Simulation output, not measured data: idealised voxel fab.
The process module presented herein is designated voxel wiring stack.
The cross-section on display is named cut; it measures 280 nm wide, and its cells are 5 nm squares.
A cross-section is written here as square cells arranged in a grid, and it is given in bands from the top down, each band taking up one or more rows of cells.
Top, bottom (nm), then materials left to right with widths (nm); lone material tagged "edge to edge" fills the whole band edge to edge; "blank" = empty space.
Heights are reckoned from 0. Under this level, the received wafer is all of one material. The bottommost band is open-ended downward, for example "0 and below".
It should be noted that a width expressed as "30..40" varies in equal increments from row to row of cells within the band, taking the value of the first number at the top row and that of the second number at the bottom row.
Where a step carries "remained unchanged", the cross-section came out of it unchanged, cell for cell.
What "Sealed-off cavities" gives you is every empty space of 8 cells or more that is cut off from the top. Each appears as width x height at distance, with the distance taken from the left edge and width, height and distance all in nm.
Formally, on a step line, whatever follows the settings is a remark that the simulator itself makes on the step.
For masked steps, "overlay nm" on the step line gives how far right of plan the mask actually lay; a minus sign means it lay to the left.

-- The process steps that were planned are listed below
1. op RECEIVE | material Si
2. op CONFORMAL_DEP | material SiO2 | thk nm 10
3. op CONFORMAL_DEP | material SiCN | thk nm 5
4. op DIRECTIONAL_DEP | material SiO2 | thk nm 25
5. op MASKED_ETCH | tone open | mask id METAL_1 | width nm 30 | pitch nm 60 | etch materials SiO2 | depth nm 25 | overlay nm 0
6. op MASKED_ETCH | tone open | mask id METAL_1 | width nm 30 | pitch nm 60 | etch materials SiCN | depth nm 5 | overlay nm 0
7. op CONFORMAL_DEP | material TiN | thk nm 5
8. op FILL_DEP | material Cu | thk nm 10
9. op CMP | height nm 40
10. op EPI | material Ru | thk nm 5
11. op FILL_DEP | material SiCN | thk nm 5
12. op DIRECTIONAL_DEP | material lowk | thk nm 15
13. op DIRECTIONAL_DEP | material aC | thk nm 10
14. op PATTERN | tone open | mask id PLUG_1 | material resist | width nm 15 | pitch nm 60 | thk nm 25 | overlay nm 0
15. op DIRECTIONAL_ETCH | etch materials aC | depth nm 10
16. op STRIP | etch materials resist
17. op DIRECTIONAL_ETCH | etch materials lowk | depth nm 15
18. op DIRECTIONAL_ETCH | etch materials SiCN | depth nm 5
19. op STRIP | etch materials aC
20. op CONFORMAL_DEP | material TiN | thk nm 5
21. op FILL_DEP | material Cu | thk nm 5
22. op CMP | height nm 65
23. op DIRECTIONAL_DEP | material TiN | thk nm 5
24. op DIRECTIONAL_DEP | material W | thk nm 25
25. op MASKED_ETCH | tone cover | mask id METAL_2 | width nm 30 | pitch nm 60 | etch materials W | depth nm 25 | overlay nm 0
26. op MASKED_ETCH | tone cover | mask id METAL_2 | width nm 30 | pitch nm 60 | etch materials TiN | depth nm 5 | overlay nm 0
27. op CONFORMAL_DEP | material SiN | thk nm 5
28. op FILL_DEP | material lowk | thk nm 10
29. op CMP | height nm 95
30. op CONFORMAL_DEP | material SiCN | thk nm 5
31. op DIRECTIONAL_DEP | material lowk | thk nm 15
32. op DIRECTIONAL_DEP | material aC | thk nm 15
33. op PATTERN | tone open | mask id PLUG_2 | material resist | width nm 15 | pitch nm 60 | thk nm 35 | overlay nm 0
34. op DIRECTIONAL_ETCH | etch materials aC | depth nm 15
35. op STRIP | etch materials resist
36. op DIRECTIONAL_ETCH | etch materials lowk | depth nm 15
37. op DIRECTIONAL_ETCH | etch materials SiCN | depth nm 5
38. op STRIP | etch materials aC
39. op CONFORMAL_DEP | material TiN | thk nm 5
40. op FILL_DEP | material Cu | thk nm 10
41. op CMP | height nm 115
42. op DIRECTIONAL_DEP | material TiN | thk nm 5
43. op DIRECTIONAL_DEP | material W | thk nm 25
44. op DIRECTIONAL_DEP | material aC | thk nm 10
45. op PATTERN | tone cover | mask id METAL_3 | material resist | width nm 30 | pitch nm 60 | thk nm 30 | overlay nm 0
46. op DIRECTIONAL_ETCH | etch materials aC | depth nm 10
47. op STRIP | etch materials resist
48. op DIRECTIONAL_ETCH | etch materials W | depth nm 25
49. op DIRECTIONAL_ETCH | etch materials TiN | depth nm 5
50. op STRIP | etch materials aC
51. op FILL_DEP | material lowk | thk nm 10
52. op CMP | height nm 145
53. op CONFORMAL_DEP | material SiN | thk nm 5
Wafer-to-wafer difference: thk nm, step 27. Common start. Plan = first wafer's value.

-- The first of several wafers, as received after step 1, seen in section
  0 and below = Si edge to edge
  Sealed-off cavities: none

-- Note: the following table is arranged by wafer, a row apiece. Each row reports the end-of-module state: per material, cells gained (+) or cells lost (-) compared with the wafer as received; closed voids follow
thk nm 5 | +52 Cu | +16 Ru | +184 SiCN | +120 SiN | +332 SiO2 | +92 TiN | +120 W | +764 lowk | Sealed-off cavities: none
thk nm 10 | +52 Cu | +16 Ru | +184 SiCN | +176 SiN | +332 SiO2 | +92 TiN | +120 W | +708 lowk | Sealed-off cavities: none
thk nm 15 | +52 Cu | +16 Ru | +184 SiCN | +224 SiN | +332 SiO2 | +92 TiN | +120 W | +660 lowk | Sealed-off cavities: none
thk nm 20 | +52 Cu | +16 Ru | +184 SiCN | +260 SiN | +332 SiO2 | +92 TiN | +120 W | +624 lowk | Sealed-off cavities: none
